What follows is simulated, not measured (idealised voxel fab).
Process module, titled voxel transistor to metal
This is section cut - it's 165 nm across, gridded in 5 nm square cells.
Cross-section layout: square cells on a grid; listed as bands, top to bottom; a band spans one or more cell rows. Within each band entry, the heights of the top and of the bottom of the band appear first, in that order and in nm; the materials of the band then follow from left to right, each with its corresponding width in nm. The designation "edge to edge" on a single material indicates that it fills the band from edge to edge; the designation "empty" indicates empty space. Measure heights from 0. That's the level where, below it, the as-received wafer is all one material. The lowest band is bottomless and extends downward; write it as in "from 0 down". Per-row width for "30..40": begins at first number (top row of band), ends at second number (bottom row), increment between rows held constant. It should be understood that the words "no alterations made", when stated for a given step, signify that the cross-section underwent no change in any of its cells during that step. Any empty space of 8 cells or more lacking an open way to the top shows up in "Encapsulated voids" as width x height at distance, distance from the left edge, in nm. On a step's line, text after the settings is the simulator commenting on that step. overlay nm: right-of-plan distance of the mask on a masked step; negative values mean left-of-plan.

This section lists the process steps that were planned
1. RECEIVE, material Si
2. OXIDIZE, depth nm 5
3. CONFORMAL_DEP, material SiN, thk nm 15
4. MASKED_ETCH, tone cover, mask id ACTIVE, width nm 105, etch materials SiN, depth nm 15, overlay nm 0
5. MASKED_ETCH, tone cover, mask id ACTIVE, width nm 105, etch materials SiO2, depth nm 5, overlay nm 0
6. MASKED_ETCH, tone cover, mask id ACTIVE, width nm 105, etch materials Si, depth nm 35, overlay nm 0
7. FILL_DEP, material SiO2, thk nm 10
8. CMP, height nm 15
9. SELECTIVE_ETCH, etch materials SiO2, depth nm 15
10. STRIP, etch materials SiN
11. SELECTIVE_ETCH, etch materials SiO2, depth nm 5
12. OXIDIZE, depth nm 5
13. DIRECTIONAL_DEP, material polySi, thk nm 20
14. DIRECTIONAL_DEP, material SiCN, thk nm 15
15. PATTERN, tone cover, mask id GATE, material resist, width nm 15, thk nm 15, overlay nm 0
16. DIRECTIONAL_ETCH, etch materials SiCN, depth nm 25
17. DIRECTIONAL_ETCH, etch materials polySi, depth nm 30
18. STRIP, etch materials resist
19. CONFORMAL_DEP, material SiN, thk nm 5
20. DIRECTIONAL_ETCH, etch materials SiN, depth nm 5
21. DIRECTIONAL_ETCH, etch materials SiO2, depth nm 5
22. DIRECTIONAL_ETCH, etch materials Si, depth nm 15
23. EPI, material SiGe, thk nm 15
24. FILL_DEP, material SiO2, thk nm 5
25. CMP, height nm 30
26. DIRECTIONAL_DEP, material SiO2, thk nm 10
27. DIRECTIONAL_DEP, material aC, thk nm 10
28. PATTERN, tone open, mask id CONTACT, material resist, width nm 20, pitch nm 75, thk nm 25, overlay nm 0
29. DIRECTIONAL_ETCH, etch materials aC, depth nm 10
30. STRIP, etch materials resist
31. DIRECTIONAL_ETCH, etch materials SiO2, depth nm 50
32. STRIP, etch materials aC
33. CONFORMAL_DEP, material TiN, thk nm 5
34. FILL_DEP, material Ru, thk nm 5
35. CMP, height nm 40
36. DIRECTIONAL_DEP, material TiN, thk nm 5
37. DIRECTIONAL_DEP, material Ru, thk nm 25
38. PATTERN, tone cover, mask id METAL_1, material resist, width nm 20, pitch nm 75, thk nm 15, overlay nm 0
39. DIRECTIONAL_ETCH, etch materials Ru, depth nm 25
40. DIRECTIONAL_ETCH, etch materials TiN, depth nm 5
41. STRIP, etch materials resist
42. CONFORMAL_DEP, material SiCN, thk nm 5
43. FILL_DEP, material SiO2, thk nm 10
44. CMP, height nm 70
45. CONFORMAL_DEP, material SiN, thk nm 5

As-received wafer cross-section (after step 1)
  from 0 down | Si edge to edge
  Encapsulated voids: none

The following cross-section depicts the wafer upon conclusion of the module. Processing commenced from the starting condition illustrated above and adhered to the plan illustrated above, save for one mistake in execution
  from 90 to 85 | SiN edge to edge
  from 85 to 75 | SiO2 edge to edge
  from 75 to 70 | SiO2=30, then SiCN=30, then SiO2=45, then SiCN=30, then SiO2=30
  from 70 to 45 | SiO2=30, then SiCN=5, then Ru=20, then SiCN=5, then SiO2=45, then SiCN=5, then Ru=20, then SiCN=5, then SiO2=30
  from 45 to 40 | SiCN=35, then TiN=20, then SiCN=55, then TiN=20, then SiCN=35
  from 40 to 30 | SiO2=35, then TiN=5, then Ru=10, then TiN=5, then SiO2=55, then TiN=5, then Ru=10, then TiN=5, then SiO2=35
  from 30 to 15 | SiO2=35, then TiN=5, then Ru=10, then TiN=5, then SiO2=15, then SiN=5, then SiCN=15, then SiN=5, then SiO2=15, then TiN=5, then Ru=10, then TiN=5, then SiO2=35
  from 15 to 5 | SiO2=35, then TiN=5, then Ru=10, then TiN=5, then SiO2=15, then SiN=5, then polySi=15, then SiN=5, then SiO2=15, then TiN=5, then Ru=10, then TiN=5, then SiO2=35
  from 5 to -5 | SiO2=35, then TiN=5, then Ru=10, then TiN=5, then SiGe=15, then SiN=5, then polySi=15, then SiN=5, then SiGe=15, then TiN=5, then Ru=10, then TiN=5, then SiO2=35
  from -5 to -10 | SiO2=35, then TiN=20, then SiGe=15, then SiO2=25, then SiGe=15, then TiN=20, then SiO2=35
  from -10 to -25 | SiO2=30, then SiGe=40, then Si=25, then SiGe=40, then SiO2=30
  from -25 to -40 | SiO2=30, then Si=105, then SiO2=30
  from -40 down | Si edge to edge
  Encapsulated voids: none
Short version of what went wrong: skipped: plan step 44 (never run)
